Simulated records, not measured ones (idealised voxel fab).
voxel plated lines: a process module
Displayed cross-section: cut, width of 230 nm, square cells sized 5 nm.
A cross-section is written here as square cells arranged in a grid, and it is given in bands from the top down, each band taking up one or more rows of cells. Basically the band line says how high the top is and how high the bottom is, in nm, and then what's in it from left to right, every material with its width in nm. Empty space shows up as "empty", and if a single material carries "all across" it runs the full band edge to edge. Ref level 0: as-received wafer is one material below here. Bottom band extends down with no lower bound ("0..down"). Graded width ("30 to 40"): value in top row of band = first number; value in bottom row = second number; row-to-row change constant. "everything unchanged", as given for a step, is the statement that not any cell of the cross-section underwent a change during that step. The list in "Closed void listing" covers empty spaces of 8 cells or more that cannot reach the top through any open way, and it gives each as width x height at distance; the distance is from the left edge, and width, height and distance are in nm. On a step's line, text after the settings is the simulator commenting on that step. "overlay nm" on a masked step: distance the mask lay right of its planned place, negative for left.

# So here's the lineup of process steps we planned
1 RECEIVE (material Si)
2 CONFORMAL_DEP (material SiN; thk nm 5)
3 DIRECTIONAL_DEP (material TiN; thk nm 5)
4 PATTERN (tone open; mask id LINES; material resist; width nm 20; pitch nm 50; thk nm 25; overlay nm 0)
5 EPI (material Ru; thk nm 10)
6 EPI (material Ru; thk nm 5)
7 STRIP (etch materials resist)
8 DIRECTIONAL_ETCH (etch materials TiN; depth nm 5)
9 CONFORMAL_DEP (material SiCN; thk nm 10)

# Here's what the wafer looked like in cross-section when it arrived - that's after step 1
    0..down: Si all across
    Closed void listing: none

# First wafer of two, sectioned at end of module; run went per plan
    35..25: empty 70 nm, then SiCN 40 nm, then empty 10 nm, then SiCN 40 nm, then empty 70 nm
    25..15: empty 70 nm, then SiCN 10 nm, then Ru 20 nm, then SiCN 10 nm, then empty 10 nm, then SiCN 10 nm, then Ru 20 nm, then SiCN 10 nm, then empty 70 nm
    15..10: SiCN 80 nm, then Ru 20 nm, then SiCN 30 nm, then Ru 20 nm, then SiCN 80 nm
    10..5: SiCN 80 nm, then TiN 20 nm, then SiCN 30 nm, then TiN 20 nm, then SiCN 80 nm
    5..0: SiN all across
    0..down: Si all across
    Closed void listing: none

# Cross-sectional view: second of two wafers, end of module; start and plan identical to the first, one mistake in running
    35..25: empty 65 nm, then SiCN 100 nm, then empty 65 nm
    25..15: SiCN 75 nm, then Ru 30 nm, then SiCN 20 nm, then Ru 30 nm, then SiCN 75 nm
    15..10: Ru all across
    10..5: TiN all across
    5..0: SiN all across
    0..down: Si all across
    Closed void listing: none
Nonconformance to the process plan: mixed up steps 6 and 7 - ran each in the other's place
Upon completion, the second wafer contains, in terms of cells, a greater or smaller amount of certain materials than the first wafer: Ru: 46 more | SiCN: 16 fewer | TiN: 38 more
